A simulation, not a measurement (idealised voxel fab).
voxel lift off: a process module
The cross-section shown here is cut; it is 150 nm wide and divided into square cells measuring 5 nm on a side.
Just so we're on the same page, the cross-sections are grids of square cells, and they're listed out in bands top to bottom, each band one or more rows deep. It is stipulated that each band's entry specify, in nanometres, the height of the top of the band and then that of its bottom, followed by the materials of the band in left-to-right sequence, each together with its width in nanometres. A single material marked by the word "everywhere" is understood to fill the band from edge to edge; the word "empty" is understood to denote empty space. Below 0: as-received wafer, all one material; heights counted from there. Lowest band: no bottom, goes on down, written "0 nm and below". Think of "30->40" as a width that walks from the first number to the second as you go down the band, top row to bottom row, taking equal-sized steps from row to row. Step marked "no change occurred"? Then no cell in the cross-section changed in it. The entry titled "Sealed internal cavities" provides the empty spaces that have no open way to the top, restricted to those of 8 cells or more. Each is presented as width x height at distance, the distance being measured from the left edge, with all three in nm. That trailing text on a step's line, after the settings, is the simulator's own remark on the step. When a step includes a mask, the "overlay nm" setting on its line states how far to the right of its planned place that mask lay, and negative values state how far to the left.
Steps planned for the process:
step 1: RECEIVE [material Si]
step 2: CONFORMAL_DEP [material SiO2] [thk nm 15]
step 3: PATTERN [tone open] [mask id LINES] [material resist] [width nm 25] [pitch nm 45] [thk nm 20] [overlay nm 0]
step 4: DIRECTIONAL_DEP [material Ru] [thk nm 5]
step 5: STRIP [etch materials resist]
step 6: CONFORMAL_DEP [material SiN] [thk nm 5]
Received-state cross-section, reflecting completion of step 1:
0 nm and below: Si everywhere
Sealed internal cavities: none
Cross-sectional image of the first of two wafers at the end of the module, the run having proceeded as planned:
25 nm to 20 nm: empty 35 nm / SiN 35 nm / empty 10 nm / SiN 35 nm / empty 35 nm
20 nm to 15 nm: SiN 40 nm / Ru 25 nm / SiN 20 nm / Ru 25 nm / SiN 40 nm
15 nm to 0 nm: SiO2 everywhere
0 nm and below: Si everywhere
Sealed internal cavities: none
Cross-sectional view: second of two wafers, end of module; start and plan identical to the first, one mistake in running:
25 nm to 20 nm: empty 45 nm / SiN 35 nm / empty 10 nm / SiN 35 nm / empty 25 nm
20 nm to 15 nm: SiN 50 nm / Ru 25 nm / SiN 20 nm / Ru 25 nm / SiN 30 nm
15 nm to 0 nm: SiO2 everywhere
0 nm and below: Si everywhere
Sealed internal cavities: none
The mistake made against the process plan was this: note that step 3 departed from the planned setting and was carried out as PATTERN [tone open] [mask id LINES] [material resist] [width nm 25] [pitch nm 45] [thk nm 20] [overlay nm 10]
Cell counts per material: same on both final wafers. Positions: different.
